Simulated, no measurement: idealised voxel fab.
process module | voxel air gaps
Pictured: cross-section cut, 220 nm wide, on a grid of 5 nm square cells.
A cross-section in this document is a grid of square cells, and it is written down as bands, the top band listed before the ones below it; a band is made up of one or more rows of cells. First you get the band's top height and its bottom height, in nm, and then the materials it's made of, left to right, with each width in nm. If you see a single material with "full width", that one covers the band edge to edge. "blank" is empty space. Zero point of the height axis is 0; under it, received wafer = one material. Lowest band: continues down indefinitely, "from 0 down". The expression "30..40" gives the width at the extremes of the band, the first number at its top row of cells and the second at its bottom row, with the width changing by equal amounts from each row to the next in between. "same as before" means the step left every cell of the cross-section as it was. In the "Closed void entries" entry, you get each enclosed empty space of 8 cells or more, one with no open way to the top, written width x height at distance, distance from the left edge, in nm. Text after the settings on a step's line: the simulator's own remark on that step. overlay nm: mask right of planned place by this much (step with mask). Neg. = left.

### plan
1: RECEIVE (material Si)
2: CONFORMAL_DEP (material SiO2; thk nm 15)
3: CONFORMAL_DEP (material SiN; thk nm 5)
4: DIRECTIONAL_DEP (material SiO2; thk nm 35)
5: DIRECTIONAL_DEP (material aC; thk nm 15)
6: PATTERN (tone open; mask id LINES; material resist; width nm 20; pitch nm 50; thk nm 30; overlay nm 0)
7: DIRECTIONAL_ETCH (etch materials aC; depth nm 15)
8: STRIP (etch materials resist)
9: DIRECTIONAL_ETCH (etch materials SiO2; depth nm 35)
10: STRIP (etch materials aC)
11: CONFORMAL_DEP (material TiN; thk nm 5)
12: FILL_DEP (material W; thk nm 10)
13: CMP (height nm 55)
14: EPI (material Ru; thk nm 10)
15: SELECTIVE_ETCH (etch materials SiO2; depth nm 45)
16: CONFORMAL_DEP (material SiCN; thk nm 5)

### Cross-sectional view of the wafer in its as-received condition, corresponding to the state after step 1
  from 0 down: Si full width
  Closed void entries: none

### Look at the cross-section after the module: the wafer started out the way shown above and the plan was the one shown above, yet one mistake was made along the way
  from 80 to 75: SiCN full width
  from 75 to 65: Ru full width
  from 65 to 60: W full width
  from 60 to 55: TiN: 30, then W: 10, then TiN: 40, then W: 10, then TiN: 40, then W: 10, then TiN: 40, then W: 10, then TiN: 30
  from 55 to 25: SiO2: 25, then TiN: 5, then W: 10, then TiN: 5, then SiO2: 30, then TiN: 5, then W: 10, then TiN: 5, then SiO2: 30, then TiN: 5, then W: 10, then TiN: 5, then SiO2: 30, then TiN: 5, then W: 10, then TiN: 5, then SiO2: 25
  from 25 to 20: SiO2: 25, then TiN: 20, then SiO2: 30, then TiN: 20, then SiO2: 30, then TiN: 20, then SiO2: 30, then TiN: 20, then SiO2: 25
  from 20 to 15: SiN full width
  from 15 to 0: SiO2 full width
  from 0 down: Si full width
  Closed void entries: none
Run error: step 13 deviated from plan and actually ran as CMP (height nm 65)
